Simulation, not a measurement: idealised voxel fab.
Herein follows the process module entitled voxel gate over fins.
It is cross-section cut that appears here, measuring 265 nm in width, its square cells being 5 nm in size.
Cross-section = grid of square cells, listed top down in bands; band = one or more rows. Top height, bottom height, nm. Materials left to right, width each, nm. Single material + "everywhere" = fills band edge to edge. "blank" = empty. A quick word on heights: they are counted from 0, and under that level the wafer as it came to us is one material throughout. The lowest band is different from the rest in having no bottom; it simply continues downward, written as in "0 -> down". Think of "30->40" as a width that walks from the first number to the second as you go down the band, top row to bottom row, taking equal-sized steps from row to row. You'll sometimes find "nothing was modified" written for a step, and that's the way of saying that nowhere in the cross-section did a cell change during that step. What "Entrapped void list" gives you is every empty space of 8 cells or more that is cut off from the top. Each appears as width x height at distance, with the distance taken from the left edge and width, height and distance all in nm. Text after the settings on a step's line: the simulator's own remark on that step. On any step carrying a mask, the "overlay nm" setting, if present on the step's line, tells how far right of its planned place the mask lay; negative values point to the left.

## The process steps that were planned are listed below
1: RECEIVE | material Si
2: CONFORMAL_DEP | material SiN | thk nm 10
3: DIRECTIONAL_DEP | material aC | thk nm 10
4: PATTERN | tone cover | mask id FINS | material resist | width nm 15 | pitch nm 50 | thk nm 30 | overlay nm 0
5: DIRECTIONAL_ETCH | etch materials aC | depth nm 10
6: STRIP | etch materials resist
7: DIRECTIONAL_ETCH | etch materials SiN | depth nm 10
8: DIRECTIONAL_ETCH | etch materials Si | depth nm 40
9: STRIP | etch materials aC
10: FILL_DEP | material SiO2 | thk nm 15
11: CMP | height nm 10
12: PATTERN | tone open | mask id RAIL | material resist | width nm 15 | thk nm 15 | overlay nm 0
13: DIRECTIONAL_ETCH | etch materials SiO2 | depth nm 45
14: STRIP | etch materials resist
15: CONFORMAL_DEP | material TiN | thk nm 5
16: FILL_DEP | material W | thk nm 10
17: CMP | height nm 10
18: SELECTIVE_ETCH | etch materials W Ru TiN | depth nm 25
19: FILL_DEP | material SiO2 | thk nm 5
20: CMP | height nm 10
21: SELECTIVE_ETCH | etch materials SiO2 | depth nm 20
22: STRIP | etch materials SiN
23: CONFORMAL_DEP | material HfO2 | thk nm 5
24: CONFORMAL_DEP | material TiN | thk nm 5
25: CONFORMAL_DEP | material TiAl | thk nm 5
26: CONFORMAL_DEP | material TiN | thk nm 5
27: FILL_DEP | material W | thk nm 10
28: CMP | height nm 25
29: CONFORMAL_DEP | material SiCN | thk nm 10

## Wafer at receipt (post step 1), cross-section
    0 -> down = Si everywhere
    Entrapped void list: none

## One mistake in running the module, otherwise start and plan as above: cross-section at the end
    35 -> 25 = SiCN everywhere
    25 -> 20 = W everywhere
    20 -> 15 = 80 of W, then 105 of SiO2, then 80 of W
    15 -> 10 = 80 of W, then 5 of SiO2, then 45 of TiAl, then 5 of SiO2, then 45 of TiAl, then 5 of SiO2, then 80 of W
    10 -> 5 = 85 of SiO2, then 5 of TiAl, then 35 of TiN, then 5 of TiAl, then 5 of SiO2, then 5 of TiAl, then 35 of TiN, then 5 of TiAl, then 85 of SiO2
    5 -> 0 = 90 of TiAl, then 5 of TiN, then 25 of HfO2, then 5 of TiN, then 15 of TiAl, then 5 of TiN, then 25 of HfO2, then 5 of TiN, then 90 of TiAl
    0 -> -5 = 95 of TiN, then 5 of HfO2, then 15 of Si, then 5 of HfO2, then 25 of TiN, then 5 of HfO2, then 15 of Si, then 5 of HfO2, then 95 of TiN
    -5 -> -10 = 100 of HfO2, then 15 of Si, then 35 of HfO2, then 15 of Si, then 100 of HfO2
    -10 -> -15 = 100 of SiO2, then 15 of Si, then 35 of SiO2, then 15 of Si, then 100 of SiO2
    -15 -> -30 = 100 of SiO2, then 15 of Si, then 10 of SiO2, then 5 of TiN, then 5 of W, then 5 of TiN, then 10 of SiO2, then 15 of Si, then 100 of SiO2
    -30 -> -35 = 100 of SiO2, then 15 of Si, then 10 of SiO2, then 15 of TiN, then 10 of SiO2, then 15 of Si, then 100 of SiO2
    -35 -> -40 = 100 of SiO2, then 15 of Si, then 35 of SiO2, then 15 of Si, then 100 of SiO2
    -40 -> down = Si everywhere
    Entrapped void list: none
Deviation from plan: for step 26, the planned setting was not used; the step was instead run as CONFORMAL_DEP | material SiO2 | thk nm 5
